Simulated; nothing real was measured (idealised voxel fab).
A process module follows: voxel quadruple lines.
Xsec cut, 280 nm wide, square cell size 5 nm.
A cross-section is written here as square cells arranged in a grid, and it is given in bands from the top down, each band taking up one or more rows of cells. A band entry consists of two parts. The first gives the height of the band's top and the height of its bottom, in nm. The rest lists the band's materials from left to right, each with its width in nm. A single material labelled with the word "edge to edge" fills the band from edge to edge, and the word "empty" marks empty space. For the purposes of this specification, 0 denotes the height below which the wafer in its as-received condition is composed wholly of one material, and the lowermost band, lacking a lower limit, extends downward without end, as expressed in "z 0 and below". A width such as "30 to 40" changes by the same amount from each row of cells to the next, from the band's top row to its bottom row. For the purposes of this document, the phrase "no modification" attached to a step denotes that no cell within the cross-section was modified by that step. Voids not open to the top, 8 cells minimum: see "Sealed void inventory". Written width x height at distance; distance is from the left edge; nm. Where a step's line continues beyond its settings, the continuation is a remark by the simulator itself on that step. overlay nm: mask right of planned place by this much (step with mask). Neg. = left.

Process steps (planned):
1) RECEIVE: material Si
2) CONFORMAL_DEP: material SiO2, thk nm 10
3) DIRECTIONAL_DEP: material W, thk nm 15
4) DIRECTIONAL_DEP: material polySi, thk nm 20
5) DIRECTIONAL_DEP: material aC, thk nm 20
6) PATTERN: tone cover, mask id MANDREL, material resist, width nm 30, thk nm 25, overlay nm 0
7) DIRECTIONAL_ETCH: etch materials aC, depth nm 20
8) STRIP: etch materials resist
9) CONFORMAL_DEP: material SiO2, thk nm 10
10) DIRECTIONAL_ETCH: etch materials SiO2, depth nm 10
11) STRIP: etch materials aC
12) DIRECTIONAL_ETCH: etch materials polySi, depth nm 20
13) STRIP: etch materials SiO2
14) CONFORMAL_DEP: material SiN, thk nm 10
15) DIRECTIONAL_ETCH: etch materials SiN, depth nm 10
16) STRIP: etch materials polySi
17) DIRECTIONAL_ETCH: etch materials W, depth nm 15
18) STRIP: etch materials SiN

As-received state of the wafer in cross-section, equivalent to post-step 1:
> z 0 and below | Si edge to edge
> Sealed void inventory: none

Final cross-section, module run with one mistake (start and plan as above):
> z 40 to 25 | 105 empty | 10 W | 10 empty | 10 W | 10 empty | 10 W | 10 empty | 10 W | 105 empty
> z 25 to 10 | W edge to edge
> z 10 to 0 | SiO2 edge to edge
> z 0 and below | Si edge to edge
> Sealed void inventory: none
Nonconformance to the process plan: step 3, plan: ran twice
